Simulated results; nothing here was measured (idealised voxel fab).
Process module under the name voxel self aligned vias
Cross-sectional view cut (width: 285 nm; square cell size: 5 nm).
The cross-sections in this document take the form of a grid made of square cells. They are written out as bands, in order from top to bottom. Each band consists of one or more rows of cells.
Band entry format. Leading values: height of top, height of bottom, nm. Remainder: materials in left-to-right order, each with its width in nm. Special words: "full width" on a single material, which then fills the band edge to edge; "empty", empty space.
It should be noted that heights are counted from 0, beneath which the wafer as supplied is of one material throughout, and that the lowest band possesses no lower boundary but continues downward, as written in "top 0, no bottom".
You'd read "30->40" like this: the band's top row of cells is as wide as the first number, its bottom row is as wide as the second, and going down, every row changes width by the same amount as the row before did.
"everything unchanged" for a step: no cell of the cross-section changed in that step.
Listed in "Enclosed empty spaces": every empty space of 8 or more cells without an open way to the top. Form: width x height at distance, the distance being from the left edge, all in nm.
Formally, on a step line, whatever follows the settings is a remark that the simulator itself makes on the step.
overlay nm: mask right of planned place by this much (step with mask). Neg. = left.

Below is the list of planned process steps
step 1: RECEIVE, material Si
step 2: CONFORMAL_DEP, material SiO2, thk nm 10
step 3: CONFORMAL_DEP, material SiCN, thk nm 5
step 4: DIRECTIONAL_DEP, material SiO2, thk nm 30
step 5: MASKED_ETCH, tone open, mask id LINES, width nm 25, pitch nm 60, etch materials SiO2, depth nm 30, overlay nm 0
step 6: CONFORMAL_DEP, material TiN, thk nm 5
step 7: FILL_DEP, material Ru, thk nm 5
step 8: CMP, height nm 45
step 9: SELECTIVE_ETCH, etch materials W Ru TiN, depth nm 10
step 10: FILL_DEP, material SiN, thk nm 5
step 11: CMP, height nm 45
step 12: DIRECTIONAL_DEP, material SiO2, thk nm 20
step 13: DIRECTIONAL_DEP, material aC, thk nm 10
step 14: PATTERN, tone open, mask id VIAS, material resist, width nm 45, pitch nm 60, thk nm 30, overlay nm 0
step 15: DIRECTIONAL_ETCH, etch materials aC, depth nm 10
step 16: STRIP, etch materials resist
step 17: DIRECTIONAL_ETCH, etch materials SiO2, depth nm 20
step 18: DIRECTIONAL_ETCH, etch materials SiN, depth nm 10
step 19: STRIP, etch materials aC
step 20: CONFORMAL_DEP, material TiN, thk nm 5
step 21: FILL_DEP, material Ru, thk nm 10
step 22: CMP, height nm 65
step 23: CONFORMAL_DEP, material SiCN, thk nm 5

Cross-section of the incoming wafer, state after step 1
top 0, no bottom  Si full width
Enclosed empty spaces: none

Starting structure and process plan are as shown above, but one mistake was made in running the module; the wafer cross-section at the end of the module follows
top 70, bottom 65  SiCN full width
top 65, bottom 40  90 of SiO2  5 of TiN  35 of Ru  5 of TiN  15 of SiO2  5 of TiN  35 of Ru  5 of TiN  90 of SiO2
top 40, bottom 35  90 of SiO2  45 of TiN  15 of SiO2  45 of TiN  90 of SiO2
top 35, bottom 25  90 of SiO2  15 of TiN  15 of Ru  15 of TiN  15 of SiO2  15 of TiN  15 of Ru  15 of TiN  90 of SiO2
top 25, bottom 20  100 of SiO2  5 of TiN  15 of Ru  5 of TiN  35 of SiO2  5 of TiN  15 of Ru  5 of TiN  100 of SiO2
top 20, bottom 15  100 of SiO2  25 of TiN  35 of SiO2  25 of TiN  100 of SiO2
top 15, bottom 10  SiCN full width
top 10, bottom 0  SiO2 full width
top 0, no bottom  Si full width
Enclosed empty spaces: none
Processing error: step 17, plan: ran twice
